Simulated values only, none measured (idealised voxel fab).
Presented below is a process module, voxel wiring stack.
The cross-section on display is named cut; it measures 165 nm wide, and its cells are 5 nm squares.
Cross-section layout: square cells on a grid; listed as bands, top to bottom; a band spans one or more cell rows. Heights first: top, then bottom, in nm. Then materials, left to right, each with a width in nm. "everywhere" on a single material: fills the band edge to edge. "empty": empty space. Heads up on the height convention: 0 is the point under which the incoming wafer is all one material, and the lowest band has no bottom, it just keeps going down, like "0 nm and below". A width given as "30 to 40" starts at the first number in the band's top row and ends at the second number in its bottom row, shifting by an equal amount at every step from row to row. The designation "left unchanged", where it is given for a processing step, indicates that no cell of the cross-section was altered in the course of that step. What "Closed voids list" gives you is every empty space of 8 cells or more that is cut off from the top. Each appears as width x height at distance, with the distance taken from the left edge and width, height and distance all in nm. It should be noted that, on the line of a given step, the content following the step's settings is a remark produced by the simulator itself with respect to that step. overlay nm: where the mask lay relative to plan, measured to the right, on steps with a mask; negatives go left.

**Steps planned for the process**
1 RECEIVE (material Si)
2 CONFORMAL_DEP (material SiO2; thk nm 15)
3 DIRECTIONAL_DEP (material TiN; thk nm 5)
4 DIRECTIONAL_DEP (material W; thk nm 15)
5 PATTERN (tone cover; mask id METAL_1; material resist; width nm 30; pitch nm 50; thk nm 15; overlay nm 0)
6 DIRECTIONAL_ETCH (etch materials W; depth nm 15)
7 DIRECTIONAL_ETCH (etch materials TiN; depth nm 5)
8 STRIP (etch materials resist)
9 FILL_DEP (material lowk; thk nm 5)
10 CMP (height nm 35)
11 CONFORMAL_DEP (material SiCN; thk nm 5)
12 DIRECTIONAL_DEP (material SiO2; thk nm 25)
13 MASKED_ETCH (tone open; mask id METAL_2_HOLES; width nm 15; pitch nm 50; etch materials SiO2; depth nm 25; overlay nm 0)
14 PATTERN (tone open; mask id METAL_2; material resist; width nm 30; pitch nm 50; thk nm 15; overlay nm 0)
15 DIRECTIONAL_ETCH (etch materials SiO2; depth nm 15)
16 DIRECTIONAL_ETCH (etch materials SiCN; depth nm 5)
17 STRIP (etch materials resist)
18 CONFORMAL_DEP (material TiN; thk nm 5)
19 FILL_DEP (material Cu; thk nm 5)
20 CMP (height nm 65)
21 CONFORMAL_DEP (material SiCN; thk nm 5)
22 DIRECTIONAL_DEP (material lowk; thk nm 20)
23 PATTERN (tone open; mask id PLUG_2; material resist; width nm 15; pitch nm 50; thk nm 15; overlay nm 0)
24 DIRECTIONAL_ETCH (etch materials lowk; depth nm 20)
25 DIRECTIONAL_ETCH (etch materials SiCN; depth nm 5)
26 STRIP (etch materials resist)
27 EPI (material Ru; thk nm 10)
28 EPI (material Ru; thk nm 10)
29 EPI (material Ru; thk nm 5)
30 DIRECTIONAL_DEP (material TiN; thk nm 5)
31 DIRECTIONAL_DEP (material Ru; thk nm 20)
32 MASKED_ETCH (tone cover; mask id METAL_3; width nm 30; pitch nm 50; etch materials Ru; depth nm 20; overlay nm 0)
33 MASKED_ETCH (tone cover; mask id METAL_3; width nm 30; pitch nm 50; etch materials TiN; depth nm 5; overlay nm 0)
34 FILL_DEP (material SiO2; thk nm 5)
35 CMP (height nm 115)
36 CONFORMAL_DEP (material SiCN; thk nm 5)

**Step 1 complete: cross-section of the wafer as received**
0 nm and below: Si everywhere
Closed voids list: none

**End-of-module cross-section of the first of two wafers, processed as planned**
120 nm to 115 nm: SiCN everywhere
115 nm to 95 nm: SiO2 (40), Ru (30), SiO2 (20), Ru (30), SiO2 (45)
95 nm to 90 nm: SiO2 (40), TiN (30), SiO2 (20), TiN (30), SiO2 (45)
90 nm to 70 nm: lowk (40), Ru (15), lowk (35), Ru (15), lowk (60)
70 nm to 65 nm: SiCN (40), Ru (15), SiCN (35), Ru (15), SiCN (60)
65 nm to 55 nm: SiO2 (40), TiN (5), Cu (20), TiN (5), SiO2 (20), TiN (5), Cu (20), TiN (5), SiO2 (45)
55 nm to 50 nm: SiO2 (40), TiN (5), Cu (5), TiN (20), SiO2 (20), TiN (5), Cu (5), TiN (20), SiO2 (45)
50 nm to 40 nm: SiO2 (40), TiN (5), Cu (5), TiN (5), SiO2 (35), TiN (5), Cu (5), TiN (5), SiO2 (60)
40 nm to 35 nm: SiCN (40), TiN (15), SiCN (35), TiN (15), SiCN (60)
35 nm to 20 nm: lowk (40), W (30), lowk (20), W (30), lowk (45)
20 nm to 15 nm: lowk (40), TiN (30), lowk (20), TiN (30), lowk (45)
15 nm to 0 nm: SiO2 everywhere
0 nm and below: Si everywhere
Closed voids list: none

**Now the second wafer, cross-sectioned at the end of the module. Nothing different at the start, nothing different in the plan compared with the first, just one mistake when it was actually run**
120 nm to 115 nm: SiCN everywhere
115 nm to 95 nm: SiO2 (40), Ru (30), SiO2 (20), Ru (30), SiO2 (45)
95 nm to 90 nm: SiO2 (40), TiN (30), SiO2 (20), TiN (30), SiO2 (45)
90 nm to 70 nm: lowk (40), Ru (15), lowk (35), Ru (15), lowk (60)
70 nm to 65 nm: SiCN (40), Ru (15), SiCN (35), Ru (15), SiCN (60)
65 nm to 50 nm: SiO2 (40), TiN (5), Cu (20), TiN (5), SiO2 (20), TiN (5), Cu (20), TiN (5), SiO2 (45)
50 nm to 40 nm: SiO2 (40), TiN (5), Cu (5), TiN (20 to 5), SiO2 (20 to 35), TiN (5), Cu (5), TiN (20 to 5), SiO2 (45 to 60)
40 nm to 35 nm: SiCN (40), TiN (15), SiCN (35), TiN (15), SiCN (60)
35 nm to 20 nm: lowk (40), W (30), lowk (20), W (30), lowk (45)
20 nm to 15 nm: lowk (40), TiN (30), lowk (20), TiN (30), lowk (45)
15 nm to 0 nm: SiO2 everywhere
0 nm and below: Si everywhere
Closed voids list: none
What went wrong in running the wafer? note that step 15 departed from the planned setting and was carried out as DIRECTIONAL_ETCH (etch materials SiO2; depth nm 20)
Once processing is complete, comparing cell counts shows that the second wafer has more or fewer of certain materials than the first: 6 more of Cu | 6 fewer of SiO2
